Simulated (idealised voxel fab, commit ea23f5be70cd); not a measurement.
process module | voxel wiring stack
cross-section cut | 285 nm wide | cells 5 nm
A cross-section is a grid of square cells, given in bands from the top down. A band is one or more rows of cells.
Each band's line starts with the height of the band's top and of its bottom, in nm. Then come its materials from left to right, each with its width in nm. One material with "throughout" fills the band from edge to edge. "air" is empty space.
Height 0 is the level under which the wafer as received is all one material. The lowest band goes on downwards, as in "0 down".
A width such as "30 to 40" changes by the same amount from each row of cells to the next, from the band's top row to its bottom row.
"no change" after a step means that no cell of the cross-section changed.
closed voids: empty space of 8 cells or more with no open way to the top, each as width x height at its distance from the left edge, in nm
after a step's settings: what the simulator itself notes on the step
overlay nm, on a step with a mask: how far to the right of its planned place the mask lay; to the left if negative
plan
1 op RECEIVE | material Si
2 op CONFORMAL_DEP | material SiO2 | thk nm 15
3 op CONFORMAL_DEP | material SiCN | thk nm 5
4 op DIRECTIONAL_DEP | material SiO2 | thk nm 25
5 op PATTERN | tone open | mask id METAL_1 | material resist | width nm 25 | pitch nm 45 | thk nm 20 | overlay nm 0
6 op DIRECTIONAL_ETCH | etch materials SiO2 | depth nm 15
7 op DIRECTIONAL_ETCH | etch materials SiCN | depth nm 5
8 op STRIP | etch materials resist
9 op CONFORMAL_DEP | material TiN | thk nm 5
10 op FILL_DEP | material Cu | thk nm 10
11 op CMP | height nm 45
12 op CONFORMAL_DEP | material SiCN | thk nm 5
13 op DIRECTIONAL_DEP | material lowk | thk nm 35
14 op PATTERN | tone open | mask id METAL_2 | material resist | width nm 25 | pitch nm 45 | thk nm 15 | overlay nm 0
15 op DIRECTIONAL_ETCH | etch materials lowk | depth nm 20
16 op STRIP | etch materials resist
17 op MASKED_ETCH | tone open | mask id METAL_2_HOLES | width nm 15 | etch materials lowk | depth nm 15 | overlay nm 0
18 op MASKED_ETCH | tone open | mask id METAL_2_HOLES | width nm 15 | etch materials SiCN | depth nm 5 | overlay nm 0
19 op CONFORMAL_DEP | material TiN | thk nm 5
20 op FILL_DEP | material Ru | thk nm 10
21 op CMP | height nm 85
22 op CONFORMAL_DEP | material SiN | thk nm 5
varied across the wafers: depth nm of step 6. The plan shows the first wafer's value. All wafers start alike
first wafer as received, after step 1
  0 down: Si throughout
  closed voids: none
each wafer at the end: cells of each material gained (+) or lost (-) since it was received, then its closed voids
depth nm 15 | +12 Cu | +22 Ru | +111 SiCN | +57 SiN | +426 SiO2 | +48 TiN | +350 lowk | closed voids: none
depth nm 20 | +18 Cu | +22 Ru | +111 SiCN | +57 SiN | +416 SiO2 | +52 TiN | +350 lowk | closed voids: none
depth nm 25 | +30 Cu | +22 Ru | +101 SiCN | +57 SiN | +406 SiO2 | +60 TiN | +350 lowk | closed voids: none
depth nm 30 | +30 Cu | +22 Ru | +101 SiCN | +57 SiN | +406 SiO2 | +60 TiN | +350 lowk | closed voids: none
depth nm 35 | +30 Cu | +22 Ru | +101 SiCN | +57 SiN | +406 SiO2 | +60 TiN | +350 lowk | closed voids: none
depth nm 40 | +30 Cu | +22 Ru | +101 SiCN | +57 SiN | +406 SiO2 | +60 TiN | +350 lowk | closed voids: none
